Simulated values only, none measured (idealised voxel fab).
Process module name: voxel capacitor over wiring
The cross-section on display is named cut; it measures 265 nm wide, and its cells are 5 nm squares.
Cross-sections here: square-cell grids, written as top-down lists of bands, a band being one or more rows of cells.
Quick guide to a band line: top height, bottom height (nm) up front; then every material left to right with its width in nm. Only one material and it's marked "everywhere"? Then it fills the band edge to edge. And "blank" just means empty space.
A quick word on heights: they are counted from 0, and under that level the wafer as it came to us is one material throughout. The lowest band is different from the rest in having no bottom; it simply continues downward, written as in "0 nm and below".
The notation "30..40" denotes a width that varies across the rows of cells in the band, beginning at the first number in the top row, finishing at the second number in the bottom row, and changing by an identical amount from each row to the next.
It should be understood that the words "identical to before", when stated for a given step, signify that the cross-section underwent no change in any of its cells during that step.
You'll see "Enclosed empty spaces" listing empty spaces that have no way open to the top, as long as they're 8 cells or more; the notation is width x height at distance, where the distance is from the left edge, and all of it is in nm.
Formally, on a step line, whatever follows the settings is a remark that the simulator itself makes on the step.
What "overlay nm" on a step's line means: if the step has a mask, that mask lay this far to the right of its planned place, or, when the value is negative, to the left.

### The steps planned for the process are as follows
step 1: RECEIVE, material Si
step 2: CONFORMAL_DEP, material SiO2, thk nm 15
step 3: DIRECTIONAL_DEP, material TiN, thk nm 5
step 4: DIRECTIONAL_DEP, material W, thk nm 15
step 5: PATTERN, tone cover, mask id METAL_1, material resist, width nm 25, pitch nm 80, thk nm 15, overlay nm 0
step 6: DIRECTIONAL_ETCH, etch materials W, depth nm 15
step 7: DIRECTIONAL_ETCH, etch materials TiN, depth nm 5
step 8: STRIP, etch materials resist
step 9: CONFORMAL_DEP, material SiCN, thk nm 5
step 10: FILL_DEP, material lowk, thk nm 5
step 11: CMP, height nm 35
step 12: CONFORMAL_DEP, material SiCN, thk nm 5
step 13: DIRECTIONAL_DEP, material lowk, thk nm 20
step 14: PATTERN, tone open, mask id PLUG_1, material resist, width nm 15, thk nm 15, overlay nm 0
step 15: DIRECTIONAL_ETCH, etch materials lowk, depth nm 20
step 16: DIRECTIONAL_ETCH, etch materials SiCN, depth nm 5
step 17: STRIP, etch materials resist
step 18: CONFORMAL_DEP, material TiN, thk nm 5
step 19: FILL_DEP, material W, thk nm 5
step 20: CMP, height nm 60
step 21: DIRECTIONAL_DEP, material TiN, thk nm 5
step 22: DIRECTIONAL_DEP, material HfO2, thk nm 5
step 23: DIRECTIONAL_DEP, material TiN, thk nm 5
step 24: PATTERN, tone cover, mask id UPPER_PLATE, material resist, width nm 60, thk nm 15, overlay nm 0
step 25: DIRECTIONAL_ETCH, etch materials TiN, depth nm 5
step 26: DIRECTIONAL_ETCH, etch materials HfO2, depth nm 5
step 27: STRIP, etch materials resist
step 28: PATTERN, tone cover, mask id LOWER_PLATE, material resist, width nm 70, thk nm 15, overlay nm 0
step 29: DIRECTIONAL_ETCH, etch materials TiN, depth nm 5
step 30: STRIP, etch materials resist
step 31: FILL_DEP, material SiO2, thk nm 15
step 32: CMP, height nm 85
step 33: DIRECTIONAL_DEP, material aC, thk nm 10
step 34: PATTERN, tone open, mask id PLUG_2, material resist, width nm 15, thk nm 30, overlay nm 0
step 35: DIRECTIONAL_ETCH, etch materials aC, depth nm 10
step 36: STRIP, etch materials resist
step 37: DIRECTIONAL_ETCH, etch materials SiO2, depth nm 10
step 38: STRIP, etch materials aC
step 39: CONFORMAL_DEP, material TiN, thk nm 5
step 40: FILL_DEP, material Ru, thk nm 10
step 41: CMP, height nm 85
step 42: CONFORMAL_DEP, material SiCN, thk nm 5

### Cross-section of the wafer at receipt, which is the condition after step 1
- 0 nm and below | Si everywhere
- Enclosed empty spaces: none

### Cross-sectional result after module completion. Note: starting condition and plan are unchanged from above; one processing mistake was made
- 90 nm to 85 nm | SiCN everywhere
- 85 nm to 80 nm | SiO2 100, then TiN 5, then Ru 5, then TiN 5, then SiO2 150
- 80 nm to 70 nm | SiO2 100..90, then TiN 15..60, then SiO2 150..115
- 70 nm to 65 nm | SiO2 90, then HfO2 60, then SiO2 115
- 65 nm to 60 nm | SiO2 85, then TiN 70, then SiO2 110
- 60 nm to 55 nm | W everywhere
- 55 nm to 50 nm | TiN 95, then W 5, then TiN 165
- 50 nm to 40 nm | lowk 90, then TiN 5, then W 5, then TiN 5, then lowk 160
- 40 nm to 35 nm | SiCN 90, then TiN 15, then SiCN 160
- 35 nm to 20 nm | lowk 75, then SiCN 5, then W 25, then SiCN 5, then lowk 45, then SiCN 5, then W 25, then SiCN 5, then lowk 75
- 20 nm to 15 nm | SiCN 80, then TiN 25, then SiCN 55, then TiN 25, then SiCN 80
- 15 nm to 0 nm | SiO2 everywhere
- 0 nm and below | Si everywhere
- Enclosed empty spaces: none
In executing the process, a mistake was made relative to the plan: step 13 deviated from plan and actually ran as DIRECTIONAL_DEP, material lowk, thk nm 10
